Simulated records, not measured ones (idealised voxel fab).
The following process module bears the name voxel fin reveal.
Displayed cross-section: cut, width of 300 nm, square cells sized 5 nm.
In what follows, cross-sections appear as grids of square cells, described through bands that run from the top down, where every band is one or more rows of cells. Band: top and bottom heights (nm) first, top before bottom; then materials from left to right, widths in nm. "full width" marks a sole material filling the band edge to edge. "empty" denotes empty space. Heights from 0 (as-received wafer is one material below). Bottom band endless downward, as "0 down". You'd read "30 to 40" like this: the band's top row of cells is as wide as the first number, its bottom row is as wide as the second, and going down, every row changes width by the same amount as the row before did. Any step labelled "nothing altered" changed none of the cells in the cross-section. Empty spaces counting at least 8 cells and having no open way to the top are listed in "Trapped voids". The notation width x height at distance is used for each, the distance being from the left edge and all three values in nm. If you see something after the settings on a step's line, that's the simulator's own remark about that step. overlay nm: right-of-plan distance of the mask on a masked step; negative values mean left-of-plan.

Steps in the process plan
1 RECEIVE, material Si
2 CONFORMAL_DEP, material SiN, thk nm 10
3 PATTERN, tone cover, mask id FINS, material resist, width nm 15, pitch nm 35, thk nm 15, overlay nm 0
4 DIRECTIONAL_ETCH, etch materials SiN, depth nm 10
5 DIRECTIONAL_ETCH, etch materials Si, depth nm 35
6 STRIP, etch materials resist
7 FILL_DEP, material SiO2, thk nm 10
8 CMP, height nm 10
9 SELECTIVE_ETCH, etch materials SiO2, depth nm 35
10 STRIP, etch materials SiN
11 CONFORMAL_DEP, material SiO2, thk nm 5

First of two wafers - as planned

Wafer as received: cross-section following step 1
  0 down  Si full width
  Trapped voids: none

Upon completion of step 2, the wafer appears in cross-section as shown
  10 to 0  SiN full width
  Below 0 it's all the same as before, nothing changed down there.

Upon completion of step 3, the wafer appears in cross-section as shown
  25 to 10  empty=105, then resist=15, then empty=20, then resist=15, then empty=20, then resist=15, then empty=110
  Below 10 it's all the same as before, nothing changed down there.

Upon completion of step 4, the wafer appears in cross-section as shown
  25 to 10  empty=105, then resist=15, then empty=20, then resist=15, then empty=20, then resist=15, then empty=110
  10 to 0  empty=105, then SiN=15, then empty=20, then SiN=15, then empty=20, then SiN=15, then empty=110
  Below 0 it's all the same as before, nothing changed down there.

Upon completion of step 5, the wafer appears in cross-section as shown
  25 to 10  empty=105, then resist=15, then empty=20, then resist=15, then empty=20, then resist=15, then empty=110
  10 to 0  empty=105, then SiN=15, then empty=20, then SiN=15, then empty=20, then SiN=15, then empty=110
  0 to -35  empty=105, then Si=15, then empty=20, then Si=15, then empty=20, then Si=15, then empty=110
  Below -35 it's all the same as before, nothing changed down there.

Upon completion of step 6, the wafer appears in cross-section as shown
  10 to 0  empty=105, then SiN=15, then empty=20, then SiN=15, then empty=20, then SiN=15, then empty=110
  Below 0 it's all the same as before, nothing changed down there.

Upon completion of step 7, the wafer appears in cross-section as shown
  20 to 10  SiO2 full width
  10 to 0  SiO2=105, then SiN=15, then SiO2=20, then SiN=15, then SiO2=20, then SiN=15, then SiO2=110
  0 to -35  SiO2=105, then Si=15, then SiO2=20, then Si=15, then SiO2=20, then Si=15, then SiO2=110
  Below -35 it's all the same as before, nothing changed down there.

Upon completion of step 8, the wafer appears in cross-section as shown
  10 to 0  SiO2=105, then SiN=15, then SiO2=20, then SiN=15, then SiO2=20, then SiN=15, then SiO2=110
  Below 0 it's all the same as before, nothing changed down there.

Upon completion of step 9, the wafer appears in cross-section as shown
  10 to 0  empty=105, then SiN=15, then empty=20, then SiN=15, then empty=20, then SiN=15, then empty=110
  0 to -25  empty=105, then Si=15, then empty=20, then Si=15, then empty=20, then Si=15, then empty=110
  Below -25 it's all the same as before, nothing changed down there.

Upon completion of step 10, the wafer appears in cross-section as shown
  0 to -25  empty=105, then Si=15, then empty=20, then Si=15, then empty=20, then Si=15, then empty=110
  Below -25 it's all the same as before, nothing changed down there.

Upon completion of step 11, the wafer appears in cross-section as shown
  5 to 0  empty=100, then SiO2=25, then empty=10, then SiO2=25, then empty=10, then SiO2=25, then empty=105
  0 to -20  empty=100, then SiO2=5, then Si=15, then SiO2=5, then empty=10, then SiO2=5, then Si=15, then SiO2=5, then empty=10, then SiO2=5, then Si=15, then SiO2=5, then empty=105
  -20 to -35  SiO2=105, then Si=15, then SiO2=20, then Si=15, then SiO2=20, then Si=15, then SiO2=110
  Below -35 it's all the same as before, nothing changed down there.

The second wafer: identical to the first at the outset and in its planned sequence, differing only in that one mistake was made during processing; up to and including step 2, its path is the first wafer's path

Second wafer at the planned finish of step 3, seen in cross-section
  25 to 10  empty=105, then resist=20, then empty=15, then resist=20, then empty=15, then resist=20, then empty=105
  Below 10 it's all the same as before, nothing changed down there.

Second wafer at the planned finish of step 4, seen in cross-section
  25 to 10  empty=105, then resist=20, then empty=15, then resist=20, then empty=15, then resist=20, then empty=105
  10 to 0  empty=105, then SiN=20, then empty=15, then SiN=20, then empty=15, then SiN=20, then empty=105
  Below 0 it's all the same as before, nothing changed down there.

Second wafer at the planned finish of step 5, seen in cross-section
  25 to 10  empty=105, then resist=20, then empty=15, then resist=20, then empty=15, then resist=20, then empty=105
  10 to 0  empty=105, then SiN=20, then empty=15, then SiN=20, then empty=15, then SiN=20, then empty=105
  0 to -35  empty=105, then Si=20, then empty=15, then Si=20, then empty=15, then Si=20, then empty=105
  Below -35 it's all the same as before, nothing changed down there.

Second wafer at the planned finish of step 6, seen in cross-section
  10 to 0  empty=105, then SiN=20, then empty=15, then SiN=20, then empty=15, then SiN=20, then empty=105
  Below 0 it's all the same as before, nothing changed down there.

Second wafer at the planned finish of step 7, seen in cross-section
  20 to 10  SiO2 full width
  10 to 0  SiO2=105, then SiN=20, then SiO2=15, then SiN=20, then SiO2=15, then SiN=20, then SiO2=105
  0 to -35  SiO2=105, then Si=20, then SiO2=15, then Si=20, then SiO2=15, then Si=20, then SiO2=105
  Below -35 it's all the same as before, nothing changed down there.

Second wafer at the planned finish of step 8, seen in cross-section
  10 to 0  SiO2=105, then SiN=20, then SiO2=15, then SiN=20, then SiO2=15, then SiN=20, then SiO2=105
  Below 0 it's all the same as before, nothing changed down there.

Second wafer at the planned finish of step 9, seen in cross-section
  10 to 0  empty=105, then SiN=20, then empty=15, then SiN=20, then empty=15, then SiN=20, then empty=105
  0 to -25  empty=105, then Si=20, then empty=15, then Si=20, then empty=15, then Si=20, then empty=105
  Below -25 it's all the same as before, nothing changed down there.

Second wafer at the planned finish of step 10, seen in cross-section
  0 to -25  empty=105, then Si=20, then empty=15, then Si=20, then empty=15, then Si=20, then empty=105
  Below -25 it's all the same as before, nothing changed down there.

Second wafer at the planned finish of step 11, seen in cross-section
  5 to 0  empty=100, then SiO2=30, then empty=5, then SiO2=30, then empty=5, then SiO2=30, then empty=100
  0 to -20  empty=100, then SiO2=5, then Si=20, then SiO2=5, then empty=5, then SiO2=5, then Si=20, then SiO2=5, then empty=5, then SiO2=5, then Si=20, then SiO2=5, then empty=100
  -20 to -35  SiO2=105, then Si=20, then SiO2=15, then Si=20, then SiO2=15, then Si=20, then SiO2=105
  Below -35 it's all the same as before, nothing changed down there.
Here's what went sideways: step 3 ran as: PATTERN, tone cover, mask id FINS, material resist, width nm 20, pitch nm 35, thk nm 15, overlay nm 0
Upon completion, the second wafer contains, in terms of cells, a greater or smaller amount of certain materials than the first wafer: Si: 21 more, SiO2: 6 fewer
